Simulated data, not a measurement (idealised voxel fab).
The process module presented herein is designated voxel self aligned vias.
Square cell edge 5 nm, section width 245 nm, ID cut.
Cross-sections here: square-cell grids, written as top-down lists of bands, a band being one or more rows of cells.
What a band's entry tells you: where the top is and where the bottom is, as heights in nm, and after that what lies inside, material by material from left to right, each with its width in nm. Empty space is written as the word "blank", and a single material marked with the word "throughout" occupies the band from edge to edge.
Counting heights begins at 0, where everything beneath is, in the wafer as received, one material. The lowest band has no bottom; it goes on downwards, as "0 nm and below" shows.
Top row gets the first number, bottom row gets the second, and each row in between changes by the same step: that is how a band width like "30 to 40" works.
"left unchanged", as given for a step, is the statement that not any cell of the cross-section underwent a change during that step.
"Cavities, closed" - sealed voids, min. 8 cells, no opening to top; format: width x height at distance (distance from left edge; nm throughout).
Anything after a step's settings on that line? It's the simulator's own note about the step.
overlay nm: where the mask lay relative to plan, measured to the right, on steps with a mask; negatives go left.
# Intended process steps
1) RECEIVE (material Si)
2) CONFORMAL_DEP (material SiO2; thk nm 10)
3) CONFORMAL_DEP (material SiCN; thk nm 5)
4) DIRECTIONAL_DEP (material lowk; thk nm 25)
5) MASKED_ETCH (tone open; mask id LINES; width nm 25; pitch nm 75; etch materials lowk; depth nm 25; overlay nm 0)
6) CONFORMAL_DEP (material TiN; thk nm 5)
7) FILL_DEP (material Ru; thk nm 10)
8) CMP (height nm 40)
9) SELECTIVE_ETCH (etch materials W Ru TiN; depth nm 5)
10) FILL_DEP (material SiN; thk nm 5)
11) CMP (height nm 40)
12) DIRECTIONAL_DEP (material lowk; thk nm 15)
13) DIRECTIONAL_DEP (material aC; thk nm 10)
14) PATTERN (tone open; mask id VIAS; material resist; width nm 35; thk nm 25; overlay nm 0)
15) DIRECTIONAL_ETCH (etch materials aC; depth nm 10)
16) STRIP (etch materials resist)
17) DIRECTIONAL_ETCH (etch materials lowk; depth nm 15)
18) DIRECTIONAL_ETCH (etch materials SiN; depth nm 5)
19) STRIP (etch materials aC)
20) CONFORMAL_DEP (material TiN; thk nm 5)
21) FILL_DEP (material Ru; thk nm 10)
22) CMP (height nm 55)
23) CONFORMAL_DEP (material SiCN; thk nm 5)
The wafers in this document start out alike and differ in the width nm applied at step 14; the plan shows the value used for the first wafer.
# first wafer as received, after step 1
> 0 nm and below = Si throughout
> Cavities, closed: none
# At the end of the module, after its last step, step 23, the first of several wafers appears in cross-section as follows
> 60 nm to 55 nm = SiCN throughout
> 55 nm to 45 nm = lowk: 65 / TiN: 5 / Ru: 25 / TiN: 5 / lowk: 145
> 45 nm to 40 nm = lowk: 65 / TiN: 10 / Ru: 15 / TiN: 10 / lowk: 145
> 40 nm to 35 nm = lowk: 70 / TiN: 25 / lowk: 50 / SiN: 25 / lowk: 75
> 35 nm to 20 nm = lowk: 70 / TiN: 5 / Ru: 15 / TiN: 5 / lowk: 50 / TiN: 5 / Ru: 15 / TiN: 5 / lowk: 75
> 20 nm to 15 nm = lowk: 70 / TiN: 25 / lowk: 50 / TiN: 25 / lowk: 75
> 15 nm to 10 nm = SiCN throughout
> 10 nm to 0 nm = SiO2 throughout
> 0 nm and below = Si throughout
> Cavities, closed: none
# Cross-sectional depiction of the last of several wafers upon completion of the module
> 60 nm to 55 nm = SiCN throughout
> 55 nm to 45 nm = lowk: 55 / TiN: 5 / Ru: 50 / TiN: 5 / lowk: 130
> 45 nm to 40 nm = lowk: 55 / TiN: 20 / Ru: 15 / TiN: 25 / lowk: 130
> 40 nm to 35 nm = lowk: 70 / TiN: 25 / lowk: 50 / SiN: 25 / lowk: 75
> 35 nm to 20 nm = lowk: 70 / TiN: 5 / Ru: 15 / TiN: 5 / lowk: 50 / TiN: 5 / Ru: 15 / TiN: 5 / lowk: 75
> 20 nm to 15 nm = lowk: 70 / TiN: 25 / lowk: 50 / TiN: 25 / lowk: 75
> 15 nm to 10 nm = SiCN throughout
> 10 nm to 0 nm = SiO2 throughout
> 0 nm and below = Si throughout
> Cavities, closed: none
# Per wafer, end of module: cells gained (+) or lost (-) per material since receipt, then closed voids
width nm 35, +31 Ru, +98 SiCN, +5 SiN, +98 SiO2, +35 TiN, +321 lowk, Cavities, closed: none
width nm 40, +33 Ru, +98 SiCN, +5 SiN, +98 SiO2, +36 TiN, +318 lowk, Cavities, closed: none
width nm 45, +35 Ru, +98 SiCN, +5 SiN, +98 SiO2, +37 TiN, +315 lowk, Cavities, closed: none
width nm 50, +37 Ru, +98 SiCN, +5 SiN, +98 SiO2, +38 TiN, +312 lowk, Cavities, closed: none
width nm 55, +39 Ru, +98 SiCN, +5 SiN, +98 SiO2, +39 TiN, +309 lowk, Cavities, closed: none
width nm 60, +41 Ru, +98 SiCN, +5 SiN, +98 SiO2, +40 TiN, +306 lowk, Cavities, closed: none
